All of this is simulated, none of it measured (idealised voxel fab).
voxel ribs on slabs: a process module
It is cross-section cut that appears here, measuring 285 nm in width, its square cells being 5 nm in size.
A cross-section in this document is a grid of square cells, and it is written down as bands, the top band listed before the ones below it; a band is made up of one or more rows of cells.
The entry gives the band's vertical extent as a top height and a bottom height in nm, then its horizontal make-up as materials from left to right, each with a width in nm. "empty" stands for empty space; a single material marked "throughout" fills the band edge to edge.
Zero point of the height axis is 0; under it, received wafer = one material. Lowest band: continues down indefinitely, "0 -> down".
A width such as "30->40" changes by the same amount from each row of cells to the next, from the band's top row to its bottom row.
For the purposes of this document, the phrase "remained unchanged" attached to a step denotes that no cell within the cross-section was modified by that step.
Basically, "Catalogued sealed voids" tells you about the enclosed voids: empty spaces with no open way to the top, 8 cells or bigger, each written width x height at distance, where distance is from the left edge, all in nm.
Past the settings on a step's line: simulator remark, on that step.
The optional step-line setting "overlay nm" applies to steps with a mask and quantifies how far to the right of its planned location the mask lay, a negative value indicating leftward placement.
The steps planned for the process are as follows:
| 1 | RECEIVE, material Si |
| 2 | DIRECTIONAL_DEP, material SiO2, thk nm 30 |
| 3 | DIRECTIONAL_DEP, material SiN, thk nm 15 |
| 4 | DIRECTIONAL_DEP, material aC, thk nm 10 |
| 5 | PATTERN, tone cover, mask id RIB, material resist, width nm 15, thk nm 25, overlay nm 0 |
| 6 | DIRECTIONAL_ETCH, etch materials aC, depth nm 10 |
| 7 | STRIP, etch materials resist |
| 8 | DIRECTIONAL_ETCH, etch materials SiN, depth nm 10 |
| 9 | STRIP, etch materials aC |
| 10 | PATTERN, tone cover, mask id SLAB, material resist, width nm 45, thk nm 15, overlay nm 0 |
| 11 | DIRECTIONAL_ETCH, etch materials SiN, depth nm 5 |
| 12 | STRIP, etch materials resist |
| 13 | FILL_DEP, material SiO2, thk nm 25 |
| 14 | CMP, height nm 65 |
| 15 | DIRECTIONAL_DEP, material W, thk nm 5 |
| 16 | MASKED_ETCH, tone cover, mask id HEATER, width nm 25, etch materials W, depth nm 5, overlay nm 0 |
| 17 | CONFORMAL_DEP, material SiO2, thk nm 5 |
First of two wafers - as planned:
Wafer at receipt (post step 1), cross-section:
0 -> down = Si throughout
Catalogued sealed voids: none
Wafer xsec, post step 2:
30 -> 0 = SiO2 throughout
Lower than 0, everything is as it was.
Wafer xsec, post step 3:
45 -> 30 = SiN throughout
Lower than 30, everything is as it was.
Wafer xsec, post step 4:
55 -> 45 = aC throughout
Lower than 45, everything is as it was.
Wafer xsec, post step 5:
80 -> 55 = empty 135 / resist 15 / empty 135
Lower than 55, everything is as it was.
Wafer xsec, post step 6:
70 -> 55 = empty 135 / resist 15 / empty 135
55 -> 45 = empty 135 / aC 15 / empty 135
Lower than 45, everything is as it was.
Wafer xsec, post step 7:
55 -> 45 = empty 135 / aC 15 / empty 135
Lower than 45, everything is as it was.
Wafer xsec, post step 8:
55 -> 45 = empty 135 / aC 15 / empty 135
45 -> 35 = empty 135 / SiN 15 / empty 135
Lower than 35, everything is as it was.
Wafer xsec, post step 9:
45 -> 35 = empty 135 / SiN 15 / empty 135
Lower than 35, everything is as it was.
Wafer xsec, post step 10:
60 -> 45 = empty 120 / resist 45 / empty 120
45 -> 35 = empty 120 / resist 15 / SiN 15 / resist 15 / empty 120
Lower than 35, everything is as it was.
Wafer xsec, post step 11:
60 -> 45 = empty 120 / resist 45 / empty 120
45 -> 35 = empty 120 / resist 15 / SiN 15 / resist 15 / empty 120
35 -> 30 = empty 120 / SiN 45 / empty 120
Lower than 30, everything is as it was.
Wafer xsec, post step 12:
45 -> 35 = empty 135 / SiN 15 / empty 135
Lower than 35, everything is as it was.
Wafer xsec, post step 13:
70 -> 45 = SiO2 throughout
45 -> 35 = SiO2 135 / SiN 15 / SiO2 135
35 -> 30 = SiO2 120 / SiN 45 / SiO2 120
Lower than 30, everything is as it was.
Wafer xsec, post step 14:
65 -> 45 = SiO2 throughout
Lower than 45, everything is as it was.
Wafer xsec, post step 15:
70 -> 65 = W throughout
Lower than 65, everything is as it was.
Wafer xsec, post step 16:
70 -> 65 = empty 130 / W 25 / empty 130
Lower than 65, everything is as it was.
Wafer xsec, post step 17:
75 -> 70 = empty 125 / SiO2 35 / empty 125
70 -> 65 = SiO2 130 / W 25 / SiO2 130
Lower than 65, everything is as it was.
Second wafer - shared start and plan with the first - one error in running - same as the first up to step 13 inclusive:
Cross-sectional view of the second wafer at the intended end time of process step 14:
60 -> 45 = SiO2 throughout
Lower than 45, everything is as it was.
Cross-sectional view of the second wafer at the intended end time of process step 15:
65 -> 60 = W throughout
Lower than 60, everything is as it was.
Cross-sectional view of the second wafer at the intended end time of process step 16:
65 -> 60 = empty 130 / W 25 / empty 130
Lower than 60, everything is as it was.
Cross-sectional view of the second wafer at the intended end time of process step 17:
70 -> 65 = empty 125 / SiO2 35 / empty 125
65 -> 60 = SiO2 130 / W 25 / SiO2 130
Lower than 60, everything is as it was.
Want to know what went wrong? step 14 changed vs plan, executed as CMP, height nm 60
Materials where the second wafer ends with more or fewer cells than the first: SiO2 -57
